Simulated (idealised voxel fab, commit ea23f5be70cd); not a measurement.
This is a process module. Its name is voxel wiring stack.
Square cells of 5 nm make up the cross-section cut, whose width is 290 nm.
Reading order for cross-sections: top band down to bottom band. Underlying form: a grid of square cells. Band size: one or more rows of cells.
Top height, bottom height, nm. Materials left to right, width each, nm. Single material + "full width" = fills band edge to edge. "blank" = empty.
Height datum 0, below which the as-received substrate wafer is one material. Lowest band open at the bottom, running downward: "0 down".
Per-row width for "30 to 40": begins at first number (top row of band), ends at second number (bottom row), increment between rows held constant.
Any step labelled "no alteration" changed none of the cells in the cross-section.
Each empty space that has no open way to the top and spans at least 8 cells appears under "Voids lacking openings" as width x height at distance, the distance counted from the left edge, all in nm.
Text after the settings on a step's line: the simulator's own remark on that step.
If you see "overlay nm" on a step's line and that step has a mask, it's telling you how far right of where it was planned the mask ended up; a negative number means it went left instead.
## The steps planned for the process are as follows
1) RECEIVE,material Si
2) CONFORMAL_DEP,material SiO2,thk nm 15
3) DIRECTIONAL_DEP,material TiN,thk nm 5
4) DIRECTIONAL_DEP,material Ru,thk nm 25
5) DIRECTIONAL_DEP,material aC,thk nm 10
6) PATTERN,tone cover,mask id METAL_1,material resist,width nm 25,pitch nm 40,thk nm 30,overlay nm 0
7) DIRECTIONAL_ETCH,etch materials aC,depth nm 10
8) STRIP,etch materials resist
9) DIRECTIONAL_ETCH,etch materials Ru,depth nm 25
10) DIRECTIONAL_ETCH,etch materials TiN,depth nm 5
11) STRIP,etch materials aC
12) FILL_DEP,material lowk,thk nm 10
13) CMP,height nm 45
14) CONFORMAL_DEP,material SiCN,thk nm 5
15) DIRECTIONAL_DEP,material SiO2,thk nm 20
16) PATTERN,tone open,mask id PLUG_1,material resist,width nm 15,pitch nm 40,thk nm 20,overlay nm 0
17) DIRECTIONAL_ETCH,etch materials SiO2,depth nm 20
18) DIRECTIONAL_ETCH,etch materials SiCN,depth nm 5
19) STRIP,etch materials resist
20) EPI,material Ru,thk nm 10
21) EPI,material Ru,thk nm 10
22) EPI,material Ru,thk nm 5
23) DIRECTIONAL_DEP,material TiN,thk nm 5
24) DIRECTIONAL_DEP,material Ru,thk nm 20
25) DIRECTIONAL_DEP,material aC,thk nm 15
26) PATTERN,tone cover,mask id METAL_2,material resist,width nm 25,pitch nm 40,thk nm 30,overlay nm 0
27) DIRECTIONAL_ETCH,etch materials aC,depth nm 15
28) STRIP,etch materials resist
29) DIRECTIONAL_ETCH,etch materials Ru,depth nm 20
30) DIRECTIONAL_ETCH,etch materials TiN,depth nm 5
31) STRIP,etch materials aC
32) FILL_DEP,material lowk,thk nm 10
33) CMP,height nm 95
34) CONFORMAL_DEP,material SiCN,thk nm 5
35) DIRECTIONAL_DEP,material SiO2,thk nm 30
36) DIRECTIONAL_DEP,material aC,thk nm 10
37) PATTERN,tone open,mask id METAL_3,material resist,width nm 25,pitch nm 40,thk nm 25,overlay nm 0
38) DIRECTIONAL_ETCH,etch materials aC,depth nm 10
39) STRIP,etch materials resist
40) DIRECTIONAL_ETCH,etch materials SiO2,depth nm 15
41) STRIP,etch materials aC
42) PATTERN,tone open,mask id METAL_3_HOLES,material resist,width nm 15,thk nm 15,overlay nm 0
43) DIRECTIONAL_ETCH,etch materials SiO2,depth nm 15
44) DIRECTIONAL_ETCH,etch materials SiCN,depth nm 5
45) STRIP,etch materials resist
46) CONFORMAL_DEP,material TiN,thk nm 5
47) FILL_DEP,material Cu,thk nm 5
48) CMP,height nm 130
49) CONFORMAL_DEP,material SiCN,thk nm 5
50) DIRECTIONAL_DEP,material SiO2,thk nm 25
51) MASKED_ETCH,tone open,mask id METAL_4_HOLES,width nm 15,pitch nm 40,etch materials SiO2,depth nm 25,overlay nm 0
52) PATTERN,tone open,mask id METAL_4,material resist,width nm 25,pitch nm 40,thk nm 20,overlay nm 0
53) DIRECTIONAL_ETCH,etch materials SiO2,depth nm 15
54) DIRECTIONAL_ETCH,etch materials SiCN,depth nm 5
55) STRIP,etch materials resist
56) CONFORMAL_DEP,material TiN,thk nm 5
57) FILL_DEP,material Cu,thk nm 5
58) CMP,height nm 160
59) CONFORMAL_DEP,material SiCN,thk nm 5
## Cross-sectional view of the wafer in its as-received condition, corresponding to the state after step 1
  0 down | Si full width
  Voids lacking openings: none
## Cross-section: first of two wafers, module finished, run according to plan
  165 to 160 | SiCN full width
  160 to 150 | SiO2 110 nm  TiN 5 nm  Cu 15 nm  TiN 5 nm  SiO2 15 nm  TiN 5 nm  Cu 15 nm  TiN 5 nm  SiO2 115 nm
  150 to 145 | SiO2 110 nm  TiN 5 nm  Cu 5 nm  TiN 15 nm  SiO2 15 nm  TiN 5 nm  Cu 5 nm  TiN 15 nm  SiO2 115 nm
  145 to 135 | SiO2 110 nm  TiN 5 nm  Cu 5 nm  TiN 5 nm  SiO2 25 nm  TiN 5 nm  Cu 5 nm  TiN 5 nm  SiO2 125 nm
  135 to 130 | SiCN 110 nm  TiN 15 nm  SiCN 25 nm  TiN 15 nm  SiCN 125 nm
  130 to 120 | SiO2 110 nm  TiN 5 nm  Cu 15 nm  TiN 5 nm  SiO2 15 nm  TiN 5 nm  Cu 15 nm  TiN 5 nm  SiO2 115 nm
  120 to 115 | SiO2 110 nm  TiN 5 nm  Cu 5 nm  TiN 15 nm  SiO2 15 nm  TiN 25 nm  SiO2 115 nm
  115 to 100 | SiO2 110 nm  TiN 5 nm  Cu 5 nm  TiN 5 nm  SiO2 165 nm
  100 to 95 | SiCN 110 nm  TiN 15 nm  SiCN 165 nm
  95 to 75 | lowk 110 nm  Ru 25 nm  lowk 15 nm  Ru 25 nm  lowk 115 nm
  75 to 70 | lowk 110 nm  TiN 25 nm  lowk 15 nm  TiN 25 nm  lowk 115 nm
  70 to 50 | SiO2 110 nm  Ru 15 nm  SiO2 25 nm  Ru 15 nm  SiO2 125 nm
  50 to 45 | SiCN 110 nm  Ru 15 nm  SiCN 25 nm  Ru 15 nm  SiCN 125 nm
  45 to 20 | lowk 110 nm  Ru 25 nm  lowk 15 nm  Ru 25 nm  lowk 115 nm
  20 to 15 | lowk 110 nm  TiN 25 nm  lowk 15 nm  TiN 25 nm  lowk 115 nm
  15 to 0 | SiO2 full width
  0 down | Si full width
  Voids lacking openings: none
## Cross-section, wafer two of two, end of module: same start and plan as wafer one, one error in execution
  165 to 160 | SiCN full width
  160 to 150 | SiO2 110 nm  TiN 5 nm  Cu 15 nm  TiN 5 nm  SiO2 15 nm  TiN 5 nm  Cu 15 nm  TiN 5 nm  SiO2 115 nm
  150 to 145 | SiO2 110 nm  TiN 5 nm  Cu 5 nm  TiN 15 nm  SiO2 15 nm  TiN 5 nm  Cu 5 nm  TiN 15 nm  SiO2 115 nm
  145 to 135 | SiO2 110 nm  TiN 5 nm  Cu 5 nm  TiN 5 nm  SiO2 25 nm  TiN 5 nm  Cu 5 nm  TiN 5 nm  SiO2 125 nm
  135 to 130 | SiCN 110 nm  TiN 15 nm  SiCN 25 nm  TiN 15 nm  SiCN 125 nm
  130 to 120 | SiO2 110 nm  TiN 5 nm  Cu 15 nm  TiN 5 nm  SiO2 20 nm  TiN 5 nm  Cu 10 nm  TiN 5 nm  SiO2 115 nm
  120 to 115 | SiO2 110 nm  TiN 25 nm  SiO2 20 nm  TiN 20 nm  SiO2 115 nm
  115 to 100 | SiO2 115 nm  TiN 10 nm  SiO2 165 nm
  100 to 95 | SiCN 115 nm  TiN 10 nm  SiCN 165 nm
  95 to 75 | lowk 110 nm  Ru 25 nm  lowk 15 nm  Ru 25 nm  lowk 115 nm
  75 to 70 | lowk 110 nm  TiN 25 nm  lowk 15 nm  TiN 25 nm  lowk 115 nm
  70 to 50 | SiO2 110 nm  Ru 15 nm  SiO2 25 nm  Ru 15 nm  SiO2 125 nm
  50 to 45 | SiCN 110 nm  Ru 15 nm  SiCN 25 nm  Ru 15 nm  SiCN 125 nm
  45 to 20 | lowk 110 nm  Ru 25 nm  lowk 15 nm  Ru 25 nm  lowk 115 nm
  20 to 15 | lowk 110 nm  TiN 25 nm  lowk 15 nm  TiN 25 nm  lowk 115 nm
  15 to 0 | SiO2 full width
  0 down | Si full width
  Voids lacking openings: none
The mistake made against the process plan was this: the process deviated at step 37: the operation and settings actually run there were PATTERN,tone open,mask id METAL_3,material resist,width nm 20,pitch nm 40,thk nm 25,overlay nm 0
Count the cells at the end and the second wafer has more or fewer of some materials than the first: -6 Cu, +1 SiCN, +6 SiO2, -1 TiN
